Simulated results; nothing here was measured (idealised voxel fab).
You're looking at the process module voxel self aligned contacts.
250 nm wide, 5 nm square cells: that's cross-section cut.
A cross-section is written here as square cells arranged in a grid, and it is given in bands from the top down, each band taking up one or more rows of cells. Quick guide to a band line: top height, bottom height (nm) up front; then every material left to right with its width in nm. Only one material and it's marked "edge to edge"? Then it fills the band edge to edge. And "empty" just means empty space. Counting heights begins at 0, where everything beneath is, in the wafer as received, one material. The lowest band has no bottom; it goes on downwards, as "top 0, no bottom" shows. A width given as "30->40" starts at the first number in the band's top row and ends at the second number in its bottom row, shifting by an equal amount at every step from row to row. Key: "left unchanged" - step with no changed cell in the cross-section. If an empty space has no open way to the top and is at least 8 cells in size, "Trapped voids" lists it, written width x height at distance, where distance is measured from the left edge and every value is in nm. Anything after a step's settings on that line? It's the simulator's own note about the step. A step's line can hold "overlay nm"; with a mask on that step, the setting says how far right of the planned place the mask lay, while a negative setting says it lay to the left.

PROCESS STEPS - PLAN
1. RECEIVE,material Si
2. OXIDIZE,depth nm 5
3. DIRECTIONAL_DEP,material polySi,thk nm 30
4. DIRECTIONAL_DEP,material SiN,thk nm 20
5. PATTERN,tone cover,mask id GATE,material resist,width nm 25,pitch nm 60,thk nm 15,overlay nm 0
6. DIRECTIONAL_ETCH,etch materials SiN,depth nm 20
7. DIRECTIONAL_ETCH,etch materials polySi,depth nm 30
8. STRIP,etch materials resist
9. CONFORMAL_DEP,material SiN,thk nm 10
10. DIRECTIONAL_ETCH,etch materials SiN,depth nm 10
11. FILL_DEP,material SiO2,thk nm 10
12. CMP,height nm 55
13. DIRECTIONAL_DEP,material aC,thk nm 15
14. PATTERN,tone open,mask id CONTACT,material resist,width nm 45,thk nm 35,overlay nm 0
15. DIRECTIONAL_ETCH,etch materials aC,depth nm 15
16. STRIP,etch materials resist
17. DIRECTIONAL_ETCH,etch materials SiO2,depth nm 60
18. STRIP,etch materials aC
19. CONFORMAL_DEP,material TiN,thk nm 5
20. FILL_DEP,material W,thk nm 10
21. CMP,height nm 55
22. CONFORMAL_DEP,material SiCN,thk nm 5

INCOMING WAFER, CROSS-SECTIONAL VIEW, POST STEP 1
  top 0, no bottom = Si edge to edge
  Trapped voids: none

FIRST WAFER AT THE END, AS PLANNED
  top 60, bottom 55 = SiCN edge to edge
  top 55, bottom 50 = SiO2 100; TiN 20; W 5; TiN 20; SiO2 105
  top 50, bottom 30 = SiO2 70; SiN 45; TiN 5; W 5; TiN 5; SiN 45; SiO2 75
  top 30, bottom 0 = SiO2 70; SiN 10; polySi 25; SiN 10; TiN 5; W 5; TiN 5; SiN 10; polySi 25; SiN 10; SiO2 75
  top 0, bottom -5 = SiO2 115; TiN 15; SiO2 120
  top -5, no bottom = Si edge to edge
  Trapped voids: none

HERE IS THE SECOND OF THE TWO WAFERS CUT OPEN AT THE END OF THE MODULE - SAME START, SAME PLAN AS THE FIRST ONE, BUT WE MADE ONE MISTAKE RUNNING IT
  top 60, bottom 55 = SiCN edge to edge
  top 55, bottom 50 = W 65; TiN 35; SiO2 45; TiN 35; W 70
  top 50, bottom 30 = W 65; TiN 5; SiN 45; SiO2 15; SiN 45; TiN 5; W 70
  top 30, bottom 0 = W 65; TiN 5; SiN 10; polySi 25; SiN 10; SiO2 15; SiN 10; polySi 25; SiN 10; TiN 5; W 70
  top 0, bottom -5 = TiN 70; SiO2 105; TiN 75
  top -5, no bottom = Si edge to edge
  Trapped voids: none
Where did the run depart from the plan? so step 14 ended up running with a different setting than we planned, it ran as PATTERN,tone cover,mask id CONTACT,material resist,width nm 45,thk nm 35,overlay nm 0
Heads up, by the end the second wafer has more or fewer cells of some materials compared to the first: 318 fewer of SiO2; 32 more of TiN; 286 more of W
